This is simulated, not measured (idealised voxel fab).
process module | voxel spacer lines
cross-section cut | 285 nm wide | cells 5 nm
A cross-section is a grid of square cells, given in bands from the top down. A band is one or more rows of cells.
Each band's line starts with the height of the band's top and of its bottom, in nm. Then come its materials from left to right, each with its width in nm. One material with "throughout" fills the band from edge to edge. "air" is empty space.
Height 0 is the level under which the wafer as received is all one material. The lowest band goes on downwards, as in "0 down".
A width such as "30 to 40" changes by the same amount from each row of cells to the next, from the band's top row to its bottom row.
"no change" after a step means that no cell of the cross-section changed.
closed voids: empty space of 8 cells or more with no open way to the top, each as width x height at its distance from the left edge, in nm
after a step's settings: what the simulator itself notes on the step
overlay nm, on a step with a mask: how far to the right of its planned place the mask lay; to the left if negative
plan
1 op RECEIVE | material Si
2 op CONFORMAL_DEP | material Al2O3 | thk nm 10
3 op DIRECTIONAL_DEP | material W | thk nm 10
4 op DIRECTIONAL_DEP | material polySi | thk nm 30
5 op PATTERN | tone cover | mask id MANDREL | material resist | width nm 20 | pitch nm 60 | thk nm 40 | overlay nm 0
6 op DIRECTIONAL_ETCH | etch materials polySi | depth nm 30
7 op STRIP | etch materials resist
8 op CONFORMAL_DEP | material SiO2 | thk nm 10
9 op DIRECTIONAL_ETCH | etch materials SiO2 | depth nm 10
10 op STRIP | etch materials polySi
11 op DIRECTIONAL_ETCH | etch materials W | depth nm 10
12 op STRIP | etch materials SiO2
as received, after step 1
  0 down: Si throughout
  closed voids: none
a wafer at the end: this start, this plan, one mistake
  10 to 0: air 90 | W 10 | air 20 | W 10 | air 20 | W 10 | air 20 | W 10 | air 95
  0 down: Si throughout
  closed voids: none
what went wrong: step 2 was left out
